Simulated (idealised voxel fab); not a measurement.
Presented below is a process module, voxel gate over fins.
Square cell edge 5 nm, section width 230 nm, ID cut.
Cross-section, as written here: a square-cell grid given band by band from the top down, where a band holds one or more rows of cells.
Within each band entry, the heights of the top and of the bottom of the band appear first, in that order and in nm; the materials of the band then follow from left to right, each with its corresponding width in nm. The designation "all across" on a single material indicates that it fills the band from edge to edge; the designation "empty" indicates empty space.
Ref level 0: as-received wafer is one material below here. Bottom band extends down with no lower bound ("z 0 and below").
Read "30 to 40" as a graded width: first number on top, second number at the bottom, same change between each pair of neighbouring rows.
"no change occurred" means the step left every cell of the cross-section as it was.
Reported under the label "Completely sealed voids" are the empty spaces having no open way to the top and comprising 8 cells or more; the notation for each is width x height at distance, in which the distance is measured from the left edge and all three values are in nm.
On each step's line, the part that comes after the settings is the simulator's own comment on the step.
"overlay nm" on a masked step: distance the mask lay right of its planned place, negative for left.
LISTED BELOW ARE THE PROCESS STEPS AS PLANNED
1,RECEIVE,material Si
2,CONFORMAL_DEP,material SiN,thk nm 5
3,PATTERN,tone cover,mask id FINS,material resist,width nm 15,pitch nm 50,thk nm 20,overlay nm 0
4,DIRECTIONAL_ETCH,etch materials SiN,depth nm 5
5,DIRECTIONAL_ETCH,etch materials Si,depth nm 40
6,STRIP,etch materials resist
7,FILL_DEP,material SiO2,thk nm 15
8,CMP,height nm 5
9,PATTERN,tone open,mask id RAIL,material resist,width nm 15,thk nm 20,overlay nm 0
10,DIRECTIONAL_ETCH,etch materials SiO2,depth nm 40
11,STRIP,etch materials resist
12,CONFORMAL_DEP,material TiN,thk nm 5
13,FILL_DEP,material Ru,thk nm 5
14,CMP,height nm 5
15,SELECTIVE_ETCH,etch materials W Ru TiN,depth nm 25
16,FILL_DEP,material SiO2,thk nm 5
17,CMP,height nm 5
18,SELECTIVE_ETCH,etch materials SiO2,depth nm 15
19,STRIP,etch materials SiN
20,CONFORMAL_DEP,material HfO2,thk nm 5
21,CONFORMAL_DEP,material TiN,thk nm 5
22,FILL_DEP,material W,thk nm 10
23,CMP,height nm 15
24,CONFORMAL_DEP,material SiCN,thk nm 10
Split variable: width nm, step 3. Plan value = first wafer. Wafers start alike.
AFTER STEP 1, AS RECEIVED: FIRST OF SEVERAL WAFERS, CROSS-SECTION
> z 0 and below = Si all across
> Completely sealed voids: none
THE ROWS OF THE TABLE BELOW ARE WAFERS. LOOKING AT THE END OF THE MODULE, A ROW COUNTS, FOR EVERY MATERIAL, THE CELLS THE WAFER HAS GAINED, SHOWN AS (+), OR LOST, SHOWN AS (-), SINCE IT WAS RECEIVED; ITS CLOSED VOIDS COME NEXT
width nm 15; +58 HfO2; +2 Ru; -296 Si; +92 SiCN; +213 SiO2; +65 TiN; +96 W; Completely sealed voids: none
width nm 20; +58 HfO2; +2 Ru; -272 Si; +92 SiCN; +195 SiO2; +65 TiN; +90 W; Completely sealed voids: none
width nm 25; +58 HfO2; +2 Ru; -248 Si; +92 SiCN; +177 SiO2; +65 TiN; +84 W; Completely sealed voids: none
width nm 30; +58 HfO2; +2 Ru; -224 Si; +92 SiCN; +159 SiO2; +65 TiN; +78 W; Completely sealed voids: none
